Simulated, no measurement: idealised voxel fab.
process module | voxel trench capacitor
cross-section cut | 160 nm wide | cells 5 nm
A cross-section is a grid of square cells, given in bands from the top down. A band is one or more rows of cells.
Each band's line starts with the height of the band's top and of its bottom, in nm. Then come its materials from left to right, each with its width in nm. One material with "throughout" fills the band from edge to edge. "air" is empty space.
Height 0 is the level under which the wafer as received is all one material. The lowest band goes on downwards, as in "0 down".
A width such as "30 to 40" changes by the same amount from each row of cells to the next, from the band's top row to its bottom row.
"no change" after a step means that no cell of the cross-section changed.
closed voids: empty space of 8 cells or more with no open way to the top, each as width x height at its distance from the left edge, in nm
after a step's settings: what the simulator itself notes on the step
overlay nm, on a step with a mask: how far to the right of its planned place the mask lay; to the left if negative
plan
1 op RECEIVE | material Si
2 op CONFORMAL_DEP | material SiN | thk nm 10
3 op MASKED_ETCH | tone open | mask id TRENCH | width nm 20 | pitch nm 35 | etch materials SiN | depth nm 10 | overlay nm 0
4 op MASKED_ETCH | tone open | mask id TRENCH | width nm 20 | pitch nm 35 | etch materials Si | depth nm 35 | overlay nm 0
5 op CONFORMAL_DEP | material SiO2 | thk nm 5
6 op FILL_DEP | material polySi | thk nm 10
7 op CMP | height nm 10
first wafer, as planned
as received, after step 1
  0 down: Si throughout
  closed voids: none
after step 2
  10 to 0: SiN throughout
  below 0: unchanged
after step 3
  10 to 0: SiN 35 | air 20 | SiN 15 | air 20 | SiN 15 | air 20 | SiN 35
  below 0: unchanged
after step 4
  10 to 0: SiN 35 | air 20 | SiN 15 | air 20 | SiN 15 | air 20 | SiN 35
  0 to -35: Si 35 | air 20 | Si 15 | air 20 | Si 15 | air 20 | Si 35
  below -35: unchanged
after step 5
  15 to 10: SiO2 40 | air 10 | SiO2 25 | air 10 | SiO2 25 | air 10 | SiO2 40
  10 to 0: SiN 35 | SiO2 5 | air 10 | SiO2 5 | SiN 15 | SiO2 5 | air 10 | SiO2 5 | SiN 15 | SiO2 5 | air 10 | SiO2 5 | SiN 35
  0 to -30: Si 35 | SiO2 5 | air 10 | SiO2 5 | Si 15 | SiO2 5 | air 10 | SiO2 5 | Si 15 | SiO2 5 | air 10 | SiO2 5 | Si 35
  -30 to -35: Si 35 | SiO2 20 | Si 15 | SiO2 20 | Si 15 | SiO2 20 | Si 35
  below -35: unchanged
after step 6
  25 to 15: polySi throughout
  15 to 10: SiO2 40 | polySi 10 | SiO2 25 | polySi 10 | SiO2 25 | polySi 10 | SiO2 40
  10 to 0: SiN 35 | SiO2 5 | polySi 10 | SiO2 5 | SiN 15 | SiO2 5 | polySi 10 | SiO2 5 | SiN 15 | SiO2 5 | polySi 10 | SiO2 5 | SiN 35
  0 to -30: Si 35 | SiO2 5 | polySi 10 | SiO2 5 | Si 15 | SiO2 5 | polySi 10 | SiO2 5 | Si 15 | SiO2 5 | polySi 10 | SiO2 5 | Si 35
  below -30: unchanged
after step 7
  10 to 0: SiN 35 | SiO2 5 | polySi 10 | SiO2 5 | SiN 15 | SiO2 5 | polySi 10 | SiO2 5 | SiN 15 | SiO2 5 | polySi 10 | SiO2 5 | SiN 35
  below 0: unchanged
second wafer: like start, like plan, one mistake. Through step 2 it matches the first wafer
when step 3 should have ended
  10 to 0: air 35 | SiN 20 | air 15 | SiN 20 | air 15 | SiN 20 | air 35
  below 0: unchanged
when step 4 should have ended: no change
when step 5 should have ended
  15 to 10: air 30 | SiO2 30 | air 5 | SiO2 30 | air 5 | SiO2 30 | air 30
  10 to 5: air 30 | SiO2 5 | SiN 20 | SiO2 5 | air 5 | SiO2 5 | SiN 20 | SiO2 5 | air 5 | SiO2 5 | SiN 20 | SiO2 5 | air 30
  5 to 0: SiO2 35 | SiN 20 | SiO2 15 | SiN 20 | SiO2 15 | SiN 20 | SiO2 35
  below 0: unchanged
when step 6 should have ended
  25 to 15: polySi throughout
  15 to 10: polySi 30 | SiO2 30 | polySi 5 | SiO2 30 | polySi 5 | SiO2 30 | polySi 30
  10 to 5: polySi 30 | SiO2 5 | SiN 20 | SiO2 5 | polySi 5 | SiO2 5 | SiN 20 | SiO2 5 | polySi 5 | SiO2 5 | SiN 20 | SiO2 5 | polySi 30
  below 5: unchanged
when step 7 should have ended
  10 to 5: polySi 30 | SiO2 5 | SiN 20 | SiO2 5 | polySi 5 | SiO2 5 | SiN 20 | SiO2 5 | polySi 5 | SiO2 5 | SiN 20 | SiO2 5 | polySi 30
  below 5: unchanged
what went wrong: step 3 ran as: op MASKED_ETCH | tone cover | mask id TRENCH | width nm 20 | pitch nm 35 | etch materials SiN | depth nm 10 | overlay nm 0
at the end the second wafer has, in cells: 84 more of Si | 16 fewer of SiN | 34 fewer of SiO2 | 34 fewer of polySi
